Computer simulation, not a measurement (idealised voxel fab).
The following is a process module called voxel transistor to metal.
The cross-section shown here is cut; it is 210 nm wide and divided into square cells measuring 5 nm on a side.
Each cross-section below is a grid of square cells, stated as bands in top-down order, with one or more rows of cells making up each band.
Top, bottom (nm), then materials left to right with widths (nm); lone material tagged "full width" fills the whole band edge to edge; "blank" = empty space.
It should be noted that heights are counted from 0, beneath which the wafer as supplied is of one material throughout, and that the lowest band possesses no lower boundary but continues downward, as written in "0 nm and below".
Quick explanation for "30..40": the width changes in equal steps down the rows of cells, from the first number in the band's top row to the second number in its bottom row.
"identical to before" after a step means that no cell of the cross-section changed.
Heads up: "Enclosed void list" only lists the empty pockets with no open path to the top that are 8 cells or more, and it writes them as width x height at distance, distance from the left edge, in nm.
Text after the settings on a step's line: the simulator's own remark on that step.
Among the settings permitted on a step's line is "overlay nm"; applied to a step with a mask, it specifies the extent to which the mask lay to the right of its planned position, whereas a negative figure signifies a position to the left.
# Intended process steps
- 1: RECEIVE [material Si]
- 2: CONFORMAL_DEP [material SiO2] [thk nm 5]
- 3: CONFORMAL_DEP [material SiN] [thk nm 15]
- 4: MASKED_ETCH [tone cover] [mask id ACTIVE] [width nm 120] [etch materials SiN] [depth nm 15] [overlay nm 0]
- 5: MASKED_ETCH [tone cover] [mask id ACTIVE] [width nm 120] [etch materials SiO2] [depth nm 5] [overlay nm 0]
- 6: MASKED_ETCH [tone cover] [mask id ACTIVE] [width nm 120] [etch materials Si] [depth nm 35] [overlay nm 0]
- 7: FILL_DEP [material SiO2] [thk nm 10]
- 8: CMP [height nm 20]
- 9: SELECTIVE_ETCH [etch materials SiO2] [depth nm 5]
- 10: STRIP [etch materials SiN]
- 11: SELECTIVE_ETCH [etch materials SiO2] [depth nm 5]
- 12: OXIDIZE [depth nm 5]
- 13: DIRECTIONAL_DEP [material polySi] [thk nm 25]
- 14: DIRECTIONAL_DEP [material SiCN] [thk nm 15]
- 15: MASKED_ETCH [tone cover] [mask id GATE] [width nm 30] [etch materials SiCN] [depth nm 25] [overlay nm 0]
- 16: MASKED_ETCH [tone cover] [mask id GATE] [width nm 30] [etch materials polySi] [depth nm 35] [overlay nm 0]
- 17: CONFORMAL_DEP [material SiN] [thk nm 10]
- 18: DIRECTIONAL_ETCH [etch materials SiN] [depth nm 10]
- 19: DIRECTIONAL_ETCH [etch materials SiO2] [depth nm 5]
- 20: EPI [material SiGe] [thk nm 5]
- 21: FILL_DEP [material SiO2] [thk nm 10]
- 22: CMP [height nm 25]
- 23: STRIP [etch materials polySi]
- 24: SELECTIVE_ETCH [etch materials SiO2] [depth nm 5]
- 25: CONFORMAL_DEP [material HfO2] [thk nm 5]
- 26: CONFORMAL_DEP [material TiN] [thk nm 5]
- 27: FILL_DEP [material W] [thk nm 10]
- 28: CMP [height nm 20]
- 29: DIRECTIONAL_DEP [material SiO2] [thk nm 15]
- 30: PATTERN [tone open] [mask id CONTACT] [material resist] [width nm 15] [pitch nm 85] [thk nm 15] [overlay nm 0]
- 31: DIRECTIONAL_ETCH [etch materials SiO2] [depth nm 35]
- 32: STRIP [etch materials resist]
- 33: CONFORMAL_DEP [material TiN] [thk nm 5]
- 34: FILL_DEP [material W] [thk nm 5]
- 35: CMP [height nm 35]
- 36: CONFORMAL_DEP [material SiCN] [thk nm 5]
- 37: DIRECTIONAL_DEP [material SiO2] [thk nm 15]
- 38: MASKED_ETCH [tone open] [mask id METAL_1] [width nm 15] [pitch nm 85] [etch materials SiO2] [depth nm 15] [overlay nm 0]
- 39: MASKED_ETCH [tone open] [mask id METAL_1] [width nm 15] [pitch nm 85] [etch materials SiCN] [depth nm 5] [overlay nm 0]
- 40: CONFORMAL_DEP [material TiN] [thk nm 5]
- 41: FILL_DEP [material Cu] [thk nm 10]
- 42: CMP [height nm 55]
- 43: CONFORMAL_DEP [material SiCN] [thk nm 5]
- 44: DIRECTIONAL_DEP [material SiO2] [thk nm 30]
- 45: DIRECTIONAL_DEP [material aC] [thk nm 15]
- 46: PATTERN [tone open] [mask id METAL_2] [material resist] [width nm 15] [pitch nm 85] [thk nm 35] [overlay nm 0]
- 47: DIRECTIONAL_ETCH [etch materials aC] [depth nm 15]
- 48: STRIP [etch materials resist]
- 49: DIRECTIONAL_ETCH [etch materials SiO2] [depth nm 15]
- 50: STRIP [etch materials aC]
- 51: PATTERN [tone open] [mask id METAL_2_HOLES] [material resist] [width nm 15] [pitch nm 85] [thk nm 20] [overlay nm 0]
- 52: DIRECTIONAL_ETCH [etch materials SiO2] [depth nm 15]
- 53: DIRECTIONAL_ETCH [etch materials SiCN] [depth nm 5]
- 54: STRIP [etch materials resist]
- 55: CONFORMAL_DEP [material TiN] [thk nm 5]
- 56: FILL_DEP [material Cu] [thk nm 10]
- 57: CMP [height nm 90]
- 58: CONFORMAL_DEP [material SiN] [thk nm 5]
# Cross-section of the incoming wafer, state after step 1
* 0 nm and below = Si full width
* Enclosed void list: none
# Cross-section taken at module completion on the first of two wafers; processed per the plan
* 95 nm to 90 nm = SiN full width
* 90 nm to 60 nm = SiO2 55 nm  TiN 5 nm  Cu 5 nm  TiN 5 nm  SiO2 70 nm  TiN 5 nm  Cu 5 nm  TiN 5 nm  SiO2 55 nm
* 60 nm to 55 nm = SiCN 55 nm  TiN 15 nm  SiCN 70 nm  TiN 15 nm  SiCN 55 nm
* 55 nm to 40 nm = SiO2 55 nm  TiN 5 nm  Cu 5 nm  TiN 5 nm  SiO2 70 nm  TiN 5 nm  Cu 5 nm  TiN 5 nm  SiO2 55 nm
* 40 nm to 35 nm = SiCN 55 nm  TiN 15 nm  SiCN 70 nm  TiN 15 nm  SiCN 55 nm
* 35 nm to 20 nm = SiO2 55 nm  TiN 5 nm  W 5 nm  TiN 5 nm  SiO2 70 nm  TiN 5 nm  W 5 nm  TiN 5 nm  SiO2 55 nm
* 20 nm to 10 nm = SiO2 55 nm  TiN 5 nm  W 5 nm  TiN 5 nm  SiO2 10 nm  SiN 10 nm  HfO2 5 nm  TiN 5 nm  W 10 nm  TiN 5 nm  HfO2 5 nm  SiN 10 nm  SiO2 10 nm  TiN 5 nm  W 5 nm  TiN 5 nm  SiO2 55 nm
* 10 nm to 5 nm = SiO2 40 nm  SiN 10 nm  SiO2 5 nm  TiN 5 nm  W 5 nm  TiN 5 nm  SiO2 10 nm  SiN 10 nm  HfO2 5 nm  TiN 5 nm  W 10 nm  TiN 5 nm  HfO2 5 nm  SiN 10 nm  SiO2 10 nm  TiN 5 nm  W 5 nm  TiN 5 nm  SiO2 5 nm  SiN 10 nm  SiO2 40 nm
* 5 nm to 0 nm = SiO2 40 nm  SiN 10 nm  SiO2 5 nm  TiN 15 nm  SiO2 10 nm  SiN 10 nm  HfO2 5 nm  TiN 20 nm  HfO2 5 nm  SiN 10 nm  SiO2 10 nm  TiN 15 nm  SiO2 5 nm  SiN 10 nm  SiO2 40 nm
* 0 nm to -5 nm = SiO2 50 nm  SiGe 30 nm  SiO2 5 nm  HfO2 40 nm  SiO2 5 nm  SiGe 30 nm  SiO2 50 nm
* -5 nm to -35 nm = SiO2 45 nm  Si 120 nm  SiO2 45 nm
* -35 nm and below = Si full width
* Enclosed void list: none
# Wafer two, end of module, cross-section. Same start, same plan as wafer one. One mistake in the run
* 95 nm to 90 nm = SiN full width
* 90 nm to 60 nm = SiO2 55 nm  TiN 5 nm  Cu 5 nm  TiN 5 nm  SiO2 70 nm  TiN 5 nm  Cu 5 nm  TiN 5 nm  SiO2 55 nm
* 60 nm to 55 nm = SiCN 55 nm  TiN 15 nm  SiCN 70 nm  TiN 15 nm  SiCN 55 nm
* 55 nm to 40 nm = SiO2 55 nm  TiN 5 nm  Cu 5 nm  TiN 5 nm  SiO2 70 nm  TiN 5 nm  Cu 5 nm  TiN 5 nm  SiO2 55 nm
* 40 nm to 35 nm = SiCN 55 nm  TiN 15 nm  SiCN 70 nm  TiN 15 nm  SiCN 55 nm
* 35 nm to 25 nm = W 50 nm  TiN 5 nm  SiO2 15 nm  TiN 5 nm  W 60 nm  TiN 5 nm  SiO2 15 nm  TiN 5 nm  W 50 nm
* 25 nm to 20 nm = W 50 nm  TiN 5 nm  SiO2 15 nm  TiN 70 nm  SiO2 15 nm  TiN 5 nm  W 50 nm
* 20 nm to 10 nm = W 50..35 nm  TiN 5..20 nm  SiO2 15 nm  TiN 10 nm  SiN 10 nm  HfO2 5 nm  TiN 5 nm  W 10 nm  TiN 5 nm  HfO2 5 nm  SiN 10 nm  TiN 10 nm  SiO2 15 nm  TiN 5..20 nm  W 50..35 nm
* 10 nm to 5 nm = W 35 nm  TiN 5 nm  SiN 10 nm  TiN 5 nm  SiO2 15 nm  TiN 10 nm  SiN 10 nm  HfO2 5 nm  TiN 5 nm  W 10 nm  TiN 5 nm  HfO2 5 nm  SiN 10 nm  TiN 10 nm  SiO2 15 nm  TiN 5 nm  SiN 10 nm  TiN 5 nm  W 35 nm
* 5 nm to 0 nm = TiN 40 nm  SiN 10 nm  TiN 5 nm  SiO2 15 nm  TiN 10 nm  SiN 10 nm  HfO2 5 nm  TiN 20 nm  HfO2 5 nm  SiN 10 nm  TiN 10 nm  SiO2 15 nm  TiN 5 nm  SiN 10 nm  TiN 40 nm
* 0 nm to -5 nm = SiO2 50 nm  SiGe 30 nm  SiO2 5 nm  HfO2 40 nm  SiO2 5 nm  SiGe 30 nm  SiO2 50 nm
* -5 nm to -35 nm = SiO2 45 nm  Si 120 nm  SiO2 45 nm
* -35 nm and below = Si full width
* Enclosed void list: none
What went wrong in running the wafer? it should be noted that step 30 was executed with settings other than those planned, the operation and settings actually applied being PATTERN [tone cover] [mask id CONTACT] [material resist] [width nm 15] [pitch nm 85] [thk nm 15] [overlay nm 0]
End check, counted in cells, second wafer has more or fewer of these materials than the first: SiO2: 162 fewer | TiN: 42 more | W: 120 more
